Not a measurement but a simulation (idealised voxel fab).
Name of the process module below: voxel released beams
Cross-section cut: width 245 nm, square cells of 5 nm.
For the purposes of this document, a cross-section shall be understood as a grid of square cells, specified as bands listed in top-to-bottom order, each band consisting of one or more rows of cells.
First you get the band's top height and its bottom height, in nm, and then the materials it's made of, left to right, with each width in nm. If you see a single material with "all across", that one covers the band edge to edge. "air" is empty space.
Counting heights begins at 0, where everything beneath is, in the wafer as received, one material. The lowest band has no bottom; it goes on downwards, as "0 down" shows.
It should be noted that a width expressed as "30 to 40" varies in equal increments from row to row of cells within the band, taking the value of the first number at the top row and that of the second number at the bottom row.
"nothing different" (step): cross-section cells unchanged, all of them.
"Fully closed voids" specifies each empty space that is not open to the top and that occupies no fewer than 8 cells, using the form width x height at distance, the distance measured from the left edge and all three quantities in nm.
Read whatever lies past the settings on a step's line as the simulator's own remark about the step.
Steps that use a mask can have "overlay nm" on their line. It says how far the mask sat to the right of where it was meant to be. Negative means to the left.

### Intended process steps
1) RECEIVE [material Si]
2) CONFORMAL_DEP [material Al2O3] [thk nm 5]
3) DIRECTIONAL_DEP [material SiO2] [thk nm 15]
4) MASKED_ETCH [tone open] [mask id ANCHOR] [width nm 25] [etch materials SiO2] [depth nm 15] [overlay nm 0]
5) CONFORMAL_DEP [material polySi] [thk nm 10]
6) MASKED_ETCH [tone cover] [mask id BEAM] [width nm 70] [etch materials polySi] [depth nm 10] [overlay nm 0]
7) STRIP [etch materials SiO2]

### This is the cross-section of the wafer as we received it, i.e. after step 1
    0 down = Si all across
    Fully closed voids: none

### first wafer at the end, as planned
    30 to 20 = air (85), polySi (15), air (5), polySi (50), air (90)
    20 to 15 = air (90), polySi (10), air (5), polySi (10), air (130)
    15 to 5 = air (90), polySi (25), air (130)
    5 to 0 = Al2O3 all across
    0 down = Si all across
    Fully closed voids: none

### End of module, second wafer, cross-section. Started like the first, planned like the first, run with one mistake
    20 to 5 = SiO2 (90), air (25), SiO2 (130)
    5 to 0 = Al2O3 all across
    0 down = Si all across
    Fully closed voids: none
Deviation from plan: step 7 was not run as planned; what actually ran was STRIP [etch materials polySi]
Final difference in cells, second wafer against first, listed per material as more or fewer: SiO2 +132; polySi -40
